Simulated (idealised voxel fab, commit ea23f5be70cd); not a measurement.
The following process module bears the name voxel released beams.
Each square cell in cross-section cut measures 5 nm, and the section as a whole is 200 nm wide.
We lay out every cross-section as a grid of square cells and spell it out in bands from the top down, where one band means one or more rows of cells. Top height, bottom height, nm. Materials left to right, width each, nm. Single material + "all across" = fills band edge to edge. "blank" = empty. We count height from 0. Below that, the starting wafer is all one material. The lowest band never ends at the bottom but goes on down; see "0 nm and below" for how that is written. Read "30->40" as a graded width: first number on top, second number at the bottom, same change between each pair of neighbouring rows. Basically "no alterations made" means that step didn't change any cell in the cross-section. The entry titled "Sealed internal cavities" provides the empty spaces that have no open way to the top, restricted to those of 8 cells or more. Each is presented as width x height at distance, the distance being measured from the left edge, with all three in nm. Step line, after settings: the simulator's comment on this step. The line of a step may include "overlay nm". On a step with a mask, this value is how far to the right of its planned place the mask lay. A negative value means the mask lay to the left.

[So here's the lineup of process steps we planned]
step 1: RECEIVE with material Si
step 2: CONFORMAL_DEP with material Al2O3, thk nm 10
step 3: DIRECTIONAL_DEP with material SiO2, thk nm 20
step 4: MASKED_ETCH with tone open, mask id ANCHOR, width nm 25, etch materials SiO2, depth nm 20, overlay nm 0
step 5: CONFORMAL_DEP with material polySi, thk nm 10
step 6: MASKED_ETCH with tone cover, mask id BEAM, width nm 75, etch materials polySi, depth nm 10, overlay nm 0
step 7: STRIP with etch materials SiO2

[Account of the first of two wafers, which was processed as intended]

[Cross-section of the wafer upon arrival, representing the state reached after step 1]
	0 nm and below = Si all across
	Sealed internal cavities: none

[Step 2 done - wafer cross-section]
	10 nm to 0 nm = Al2O3 all across
	Below 0, the layers are the same as they were.

[Step 3 done - wafer cross-section]
	30 nm to 10 nm = SiO2 all across
	Below 10, the layers are the same as they were.

[Step 4 done - wafer cross-section]
	30 nm to 10 nm = 65 of SiO2, 25 of blank, 110 of SiO2
	Below 10, the layers are the same as they were.

[Step 5 done - wafer cross-section]
	40 nm to 30 nm = 75 of polySi, 5 of blank, 120 of polySi
	30 nm to 20 nm = 65 of SiO2, 10 of polySi, 5 of blank, 10 of polySi, 110 of SiO2
	20 nm to 10 nm = 65 of SiO2, 25 of polySi, 110 of SiO2
	Below 10, the layers are the same as they were.

[Step 6 done - wafer cross-section]
	40 nm to 30 nm = 60 of blank, 15 of polySi, 5 of blank, 55 of polySi, 65 of blank
	Below 30, the layers are the same as they were.

[Step 7 done - wafer cross-section]
	40 nm to 30 nm = 60 of blank, 15 of polySi, 5 of blank, 55 of polySi, 65 of blank
	30 nm to 20 nm = 65 of blank, 10 of polySi, 5 of blank, 10 of polySi, 110 of blank
	20 nm to 10 nm = 65 of blank, 25 of polySi, 110 of blank
	Below 10, the layers are the same as they were.

[The second wafer was prepared from the same starting point and under the same plan as the first; its processing contained one mistake, and it remains indistinguishable from the first wafer up to and including step 5]

[Cross-sectional view of the second wafer at the intended end time of process step 6]
	40 nm to 30 nm = 65 of blank, 10 of polySi, 5 of blank, 55 of polySi, 65 of blank
	Below 30, the layers are the same as they were.

[Cross-sectional view of the second wafer at the intended end time of process step 7]
	40 nm to 30 nm = 65 of blank, 10 of polySi, 5 of blank, 55 of polySi, 65 of blank
	30 nm to 20 nm = 65 of blank, 10 of polySi, 5 of blank, 10 of polySi, 110 of blank
	20 nm to 10 nm = 65 of blank, 25 of polySi, 110 of blank
	Below 10, the layers are the same as they were.
Which mistake was made when the wafer was run? step 6 off recipe, ran as MASKED_ETCH with tone cover, mask id BEAM, width nm 70, etch materials polySi, depth nm 10, overlay nm 0
Wafer comparison, final, in cells, second relative to first, materials more or fewer: polySi: 2 fewer
